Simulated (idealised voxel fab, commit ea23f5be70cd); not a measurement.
The following is a process module called voxel self aligned contacts.
Square cells of 5 nm make up the cross-section cut, whose width is 280 nm.
How to read a cross-section here: the picture is a grid of square cells, written as bands going from the top down, and any band can span one or more rows of cells. It is stipulated that each band's entry specify, in nanometres, the height of the top of the band and then that of its bottom, followed by the materials of the band in left-to-right sequence, each together with its width in nanometres. A single material marked by the word "edge to edge" is understood to fill the band from edge to edge; the word "empty" is understood to denote empty space. Counting heights begins at 0, where everything beneath is, in the wafer as received, one material. The lowest band has no bottom; it goes on downwards, as "0 -> down" shows. The two numbers in a width such as "30->40" mark its ends across the band: the first belongs to the top row of cells, the second to the bottom row, and from each row to the next the width moves by the same amount. No cell of the cross-section changed in a step that is given as "no change". Closed-off voids of 8+ cells (no open route to the top) go in "Enclosed void inventory", written width x height at distance from the left edge, in nm. Formally, on a step line, whatever follows the settings is a remark that the simulator itself makes on the step. The line of a step may include "overlay nm". On a step with a mask, this value is how far to the right of its planned place the mask lay. A negative value means the mask lay to the left.

The planned process steps are enumerated hereunder
1: RECEIVE: material Si
2: OXIDIZE: depth nm 5
3: DIRECTIONAL_DEP: material polySi, thk nm 25
4: DIRECTIONAL_DEP: material SiN, thk nm 20
5: MASKED_ETCH: tone cover, mask id GATE, width nm 30, pitch nm 65, etch materials SiN, depth nm 20, overlay nm 0
6: MASKED_ETCH: tone cover, mask id GATE, width nm 30, pitch nm 65, etch materials polySi, depth nm 25, overlay nm 0
7: CONFORMAL_DEP: material SiN, thk nm 10
8: DIRECTIONAL_ETCH: etch materials SiN, depth nm 10
9: FILL_DEP: material SiO2, thk nm 10
10: CMP: height nm 50
11: PATTERN: tone open, mask id CONTACT, material resist, width nm 45, pitch nm 65, thk nm 15, overlay nm 0
12: DIRECTIONAL_ETCH: etch materials SiO2, depth nm 55
13: STRIP: etch materials resist
14: CONFORMAL_DEP: material TiN, thk nm 5
15: FILL_DEP: material W, thk nm 5
16: CMP: height nm 50
17: CONFORMAL_DEP: material SiCN, thk nm 5

First wafer out of two, processed as planned

Cross-section of the wafer at receipt, which is the condition after step 1
    0 -> down: Si edge to edge
    Enclosed void inventory: none

Wafer section view after processing step 2
    0 -> -5: SiO2 edge to edge
    At heights below -5, the structure remains unaltered.

Wafer section view after processing step 3
    25 -> 0: polySi edge to edge
    At heights below 0, the structure remains unaltered.

Wafer section view after processing step 4
    45 -> 25: SiN edge to edge
    At heights below 25, the structure remains unaltered.

Wafer section view after processing step 5
    45 -> 25: empty: 60 | SiN: 30 | empty: 35 | SiN: 30 | empty: 35 | SiN: 30 | empty: 60
    At heights below 25, the structure remains unaltered.

Wafer section view after processing step 6
    45 -> 25: empty: 60 | SiN: 30 | empty: 35 | SiN: 30 | empty: 35 | SiN: 30 | empty: 60
    25 -> 0: empty: 60 | polySi: 30 | empty: 35 | polySi: 30 | empty: 35 | polySi: 30 | empty: 60
    At heights below 0, the structure remains unaltered.

Wafer section view after processing step 7
    55 -> 25: empty: 50 | SiN: 50 | empty: 15 | SiN: 50 | empty: 15 | SiN: 50 | empty: 50
    25 -> 10: empty: 50 | SiN: 10 | polySi: 30 | SiN: 10 | empty: 15 | SiN: 10 | polySi: 30 | SiN: 10 | empty: 15 | SiN: 10 | polySi: 30 | SiN: 10 | empty: 50
    10 -> 0: SiN: 60 | polySi: 30 | SiN: 35 | polySi: 30 | SiN: 35 | polySi: 30 | SiN: 60
    At heights below 0, the structure remains unaltered.

Wafer section view after processing step 8
    45 -> 25: empty: 50 | SiN: 50 | empty: 15 | SiN: 50 | empty: 15 | SiN: 50 | empty: 50
    25 -> 0: empty: 50 | SiN: 10 | polySi: 30 | SiN: 10 | empty: 15 | SiN: 10 | polySi: 30 | SiN: 10 | empty: 15 | SiN: 10 | polySi: 30 | SiN: 10 | empty: 50
    At heights below 0, the structure remains unaltered.

Wafer section view after processing step 9
    55 -> 45: SiO2 edge to edge
    45 -> 25: SiO2: 50 | SiN: 50 | SiO2: 15 | SiN: 50 | SiO2: 15 | SiN: 50 | SiO2: 50
    25 -> 0: SiO2: 50 | SiN: 10 | polySi: 30 | SiN: 10 | SiO2: 15 | SiN: 10 | polySi: 30 | SiN: 10 | SiO2: 15 | SiN: 10 | polySi: 30 | SiN: 10 | SiO2: 50
    At heights below 0, the structure remains unaltered.

Wafer section view after processing step 10
    50 -> 45: SiO2 edge to edge
    At heights below 45, the structure remains unaltered.

Wafer section view after processing step 11
    65 -> 50: resist: 85 | empty: 45 | resist: 20 | empty: 45 | resist: 85
    At heights below 50, the structure remains unaltered.

Wafer section view after processing step 12
    65 -> 50: resist: 85 | empty: 45 | resist: 20 | empty: 45 | resist: 85
    50 -> 45: SiO2: 85 | empty: 45 | SiO2: 20 | empty: 45 | SiO2: 85
    45 -> 25: SiO2: 50 | SiN: 50 | empty: 15 | SiN: 50 | empty: 15 | SiN: 50 | SiO2: 50
    25 -> 0: SiO2: 50 | SiN: 10 | polySi: 30 | SiN: 10 | empty: 15 | SiN: 10 | polySi: 30 | SiN: 10 | empty: 15 | SiN: 10 | polySi: 30 | SiN: 10 | SiO2: 50
    0 -> -5: SiO2: 100 | empty: 15 | SiO2: 50 | empty: 15 | SiO2: 100
    At heights below -5, the structure remains unaltered.

Wafer section view after processing step 13
    50 -> 45: SiO2: 85 | empty: 45 | SiO2: 20 | empty: 45 | SiO2: 85
    At heights below 45, the structure remains unaltered.

Wafer section view after processing step 14
    55 -> 50: TiN: 90 | empty: 35 | TiN: 30 | empty: 35 | TiN: 90
    50 -> 45: SiO2: 85 | TiN: 20 | empty: 5 | TiN: 20 | SiO2: 20 | TiN: 20 | empty: 5 | TiN: 20 | SiO2: 85
    45 -> 25: SiO2: 50 | SiN: 50 | TiN: 5 | empty: 5 | TiN: 5 | SiN: 50 | TiN: 5 | empty: 5 | TiN: 5 | SiN: 50 | SiO2: 50
    25 -> 0: SiO2: 50 | SiN: 10 | polySi: 30 | SiN: 10 | TiN: 5 | empty: 5 | TiN: 5 | SiN: 10 | polySi: 30 | SiN: 10 | TiN: 5 | empty: 5 | TiN: 5 | SiN: 10 | polySi: 30 | SiN: 10 | SiO2: 50
    0 -> -5: SiO2: 100 | TiN: 15 | SiO2: 50 | TiN: 15 | SiO2: 100
    At heights below -5, the structure remains unaltered.

Wafer section view after processing step 15
    60 -> 55: W edge to edge
    55 -> 50: TiN: 90 | W: 35 | TiN: 30 | W: 35 | TiN: 90
    50 -> 45: SiO2: 85 | TiN: 20 | W: 5 | TiN: 20 | SiO2: 20 | TiN: 20 | W: 5 | TiN: 20 | SiO2: 85
    45 -> 25: SiO2: 50 | SiN: 50 | TiN: 5 | W: 5 | TiN: 5 | SiN: 50 | TiN: 5 | W: 5 | TiN: 5 | SiN: 50 | SiO2: 50
    25 -> 0: SiO2: 50 | SiN: 10 | polySi: 30 | SiN: 10 | TiN: 5 | W: 5 | TiN: 5 | SiN: 10 | polySi: 30 | SiN: 10 | TiN: 5 | W: 5 | TiN: 5 | SiN: 10 | polySi: 30 | SiN: 10 | SiO2: 50
    At heights below 0, the structure remains unaltered.

Wafer section view after processing step 16
    50 -> 45: SiO2: 85 | TiN: 20 | W: 5 | TiN: 20 | SiO2: 20 | TiN: 20 | W: 5 | TiN: 20 | SiO2: 85
    At heights below 45, the structure remains unaltered.

Wafer section view after processing step 17
    55 -> 50: SiCN edge to edge
    At heights below 50, the structure remains unaltered.

Wafer two of the pair: same origin, same plan, one error during the run; identical to wafer one up to and including step 10

Cross-sectional representation of the second wafer at the time designated in the plan for the completion of step 11
    65 -> 50: resist: 80 | empty: 45 | resist: 20 | empty: 45 | resist: 90
    At heights below 50, the structure remains unaltered.

Cross-sectional representation of the second wafer at the time designated in the plan for the completion of step 12
    65 -> 50: resist: 80 | empty: 45 | resist: 20 | empty: 45 | resist: 90
    50 -> 45: SiO2: 80 | empty: 45 | SiO2: 20 | empty: 45 | SiO2: 90
    45 -> 25: SiO2: 50 | SiN: 50 | empty: 15 | SiN: 50 | empty: 15 | SiN: 50 | SiO2: 50
    25 -> 0: SiO2: 50 | SiN: 10 | polySi: 30 | SiN: 10 | empty: 15 | SiN: 10 | polySi: 30 | SiN: 10 | empty: 15 | SiN: 10 | polySi: 30 | SiN: 10 | SiO2: 50
    0 -> -5: SiO2: 100 | empty: 15 | SiO2: 50 | empty: 15 | SiO2: 100
    At heights below -5, the structure remains unaltered.

Cross-sectional representation of the second wafer at the time designated in the plan for the completion of step 13
    50 -> 45: SiO2: 80 | empty: 45 | SiO2: 20 | empty: 45 | SiO2: 90
    At heights below 45, the structure remains unaltered.

Cross-sectional representation of the second wafer at the time designated in the plan for the completion of step 14
    55 -> 50: TiN: 85 | empty: 35 | TiN: 30 | empty: 35 | TiN: 95
    50 -> 45: SiO2: 80 | TiN: 25 | empty: 5 | TiN: 15 | SiO2: 20 | TiN: 25 | empty: 5 | TiN: 15 | SiO2: 90
    45 -> 25: SiO2: 50 | SiN: 50 | TiN: 5 | empty: 5 | TiN: 5 | SiN: 50 | TiN: 5 | empty: 5 | TiN: 5 | SiN: 50 | SiO2: 50
    25 -> 0: SiO2: 50 | SiN: 10 | polySi: 30 | SiN: 10 | TiN: 5 | empty: 5 | TiN: 5 | SiN: 10 | polySi: 30 | SiN: 10 | TiN: 5 | empty: 5 | TiN: 5 | SiN: 10 | polySi: 30 | SiN: 10 | SiO2: 50
    0 -> -5: SiO2: 100 | TiN: 15 | SiO2: 50 | TiN: 15 | SiO2: 100
    At heights below -5, the structure remains unaltered.

Cross-sectional representation of the second wafer at the time designated in the plan for the completion of step 15
    60 -> 55: W edge to edge
    55 -> 50: TiN: 85 | W: 35 | TiN: 30 | W: 35 | TiN: 95
    50 -> 45: SiO2: 80 | TiN: 25 | W: 5 | TiN: 15 | SiO2: 20 | TiN: 25 | W: 5 | TiN: 15 | SiO2: 90
    45 -> 25: SiO2: 50 | SiN: 50 | TiN: 5 | W: 5 | TiN: 5 | SiN: 50 | TiN: 5 | W: 5 | TiN: 5 | SiN: 50 | SiO2: 50
    25 -> 0: SiO2: 50 | SiN: 10 | polySi: 30 | SiN: 10 | TiN: 5 | W: 5 | TiN: 5 | SiN: 10 | polySi: 30 | SiN: 10 | TiN: 5 | W: 5 | TiN: 5 | SiN: 10 | polySi: 30 | SiN: 10 | SiO2: 50
    At heights below 0, the structure remains unaltered.

Cross-sectional representation of the second wafer at the time designated in the plan for the completion of step 16
    50 -> 45: SiO2: 80 | TiN: 25 | W: 5 | TiN: 15 | SiO2: 20 | TiN: 25 | W: 5 | TiN: 15 | SiO2: 90
    At heights below 45, the structure remains unaltered.

Cross-sectional representation of the second wafer at the time designated in the plan for the completion of step 17
    55 -> 50: SiCN edge to edge
    At heights below 50, the structure remains unaltered.
Nonconformance to the process plan: step 11, actual vs plan mismatch, actual run PATTERN: tone open, mask id CONTACT, material resist, width nm 45, pitch nm 65, thk nm 15, overlay nm -5
In the final comparison it is observed that the number of cells assigned to each material is identical for the two wafers, whereas their placement is not.
